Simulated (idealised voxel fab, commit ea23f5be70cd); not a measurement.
process module | voxel plated lines
Square cells of 5 nm make up the cross-section cut, whose width is 185 nm.
Cross-section layout: square cells on a grid; listed as bands, top to bottom; a band spans one or more cell rows.
The entry gives the band's vertical extent as a top height and a bottom height in nm, then its horizontal make-up as materials from left to right, each with a width in nm. "empty" stands for empty space; a single material marked "full width" fills the band edge to edge.
Heads up on the height convention: 0 is the point under which the incoming wafer is all one material, and the lowest band has no bottom, it just keeps going down, like "0 nm and below".
Think of "30..40" as a width that walks from the first number to the second as you go down the band, top row to bottom row, taking equal-sized steps from row to row.
Where the words "remained the same" appear for a step, the cross-section shows no cell changed by that step; every cell remained as before.
"Closed void inventory" means: voids of 8 cells or more that are shut off from the top with no open way through. Written width x height at distance, distance from the left edge, in nm.
On each step's line, the part that comes after the settings is the simulator's own comment on the step.
overlay nm: how far to the right of its planned place the mask lay on this masked step (negative: to the left).

**plan**
1,RECEIVE with material Si
2,CONFORMAL_DEP with material Al2O3, thk nm 15
3,DIRECTIONAL_DEP with material TiN, thk nm 5
4,PATTERN with tone open, mask id LINES, material resist, width nm 20, pitch nm 35, thk nm 15, overlay nm 0
5,EPI with material Ru, thk nm 5
6,STRIP with etch materials resist
7,DIRECTIONAL_ETCH with etch materials TiN, depth nm 5
8,CONFORMAL_DEP with material SiO2, thk nm 5
Among the wafers covered here, the point of difference is the thk nm at step 8; their starting state is shared, and the plan presents the value of the first wafer.

**This is how the first of several wafers looked in cross-section when it arrived, which is after step 1**
- 0 nm and below  Si full width
- Closed void inventory: none

**Note: the following table is arranged by wafer, a row apiece. Each row reports the end-of-module state: per material, cells gained (+) or cells lost (-) compared with the wafer as received; closed voids follow**
thk nm 5; +111 Al2O3; +12 Ru; +49 SiO2; +12 TiN; Closed void inventory: none
thk nm 10; +111 Al2O3; +12 Ru; +94 SiO2; +12 TiN; Closed void inventory: none
thk nm 15; +111 Al2O3; +12 Ru; +135 SiO2; +12 TiN; Closed void inventory: none
thk nm 20; +111 Al2O3; +12 Ru; +176 SiO2; +12 TiN; Closed void inventory: none
